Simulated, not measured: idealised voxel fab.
The following is a process module called voxel double patterning.
We display cut, a cross-section 170 nm in width whose square cells are each 5 nm.
Notation: cross-section as square-cell grid; stated in bands, top first, going down; one or more cell rows per band.
Band entry format. Leading values: height of top, height of bottom, nm. Remainder: materials in left-to-right order, each with its width in nm. Special words: "throughout" on a single material, which then fills the band edge to edge; "empty", empty space.
Note: height 0 marks the level under which the wafer is uniformly one material as received. Lowest band unbounded below, written "from 0 down".
The width entry "30..40" should be interpreted row by row: the top row of cells in the band takes the first number, the bottom row takes the second number, and the change between adjacent rows is uniform throughout.
Any step labelled "nothing got changed" changed none of the cells in the cross-section.
So "Sealed void listing" is basically the list of trapped voids: any empty space of 8 cells or more that can't reach the top through an opening. They're written width x height at distance, the distance being from the left edge, and it's all nm.
Note: text after step settings on the step line = simulator remark on that step.
Among the settings permitted on a step's line is "overlay nm"; applied to a step with a mask, it specifies the extent to which the mask lay to the right of its planned position, whereas a negative figure signifies a position to the left.

So here's the lineup of process steps we planned:
step 1: RECEIVE: material Si
step 2: CONFORMAL_DEP: material SiN, thk nm 10
step 3: DIRECTIONAL_DEP: material SiO2, thk nm 15
step 4: DIRECTIONAL_DEP: material SiCN, thk nm 5
step 5: PATTERN: tone open, mask id FIRST, material resist, width nm 15, pitch nm 50, thk nm 15, overlay nm 0
step 6: DIRECTIONAL_ETCH: etch materials SiCN, depth nm 5
step 7: STRIP: etch materials resist
step 8: DIRECTIONAL_DEP: material aC, thk nm 10
step 9: PATTERN: tone open, mask id SECOND, material resist, width nm 15, thk nm 30, overlay nm 0
step 10: DIRECTIONAL_ETCH: etch materials aC, depth nm 10
step 11: STRIP: etch materials resist
step 12: DIRECTIONAL_ETCH: etch materials SiCN, depth nm 5
step 13: STRIP: etch materials aC
step 14: DIRECTIONAL_ETCH: etch materials SiO2, depth nm 15
step 15: STRIP: etch materials SiCN

Incoming wafer, cross-sectional view, post step 1:
* from 0 down: Si throughout
* Sealed void listing: none

End-of-module cross-section of the first of two wafers, processed as planned:
* from 25 to 10: SiO2 50  empty 15  SiO2 10  empty 15  SiO2 10  empty 15  SiO2 55
* from 10 to 0: SiN throughout
* from 0 down: Si throughout
* Sealed void listing: none

Cross-sectional image of the second wafer of the two following completion of the module. Starting state and process plan were the same as for the first wafer; one execution error occurred:
* from 30 to 25: SiN throughout
* from 25 to 10: SiO2 throughout
* from 10 to 0: SiN throughout
* from 0 down: Si throughout
* Sealed void listing: none
The plan and the run diverged here: step 4 deviated from plan and actually ran as DIRECTIONAL_DEP: material SiN, thk nm 5
Final cells, second wafer relative to first, materials higher or lower: +34 SiN; +27 SiO2
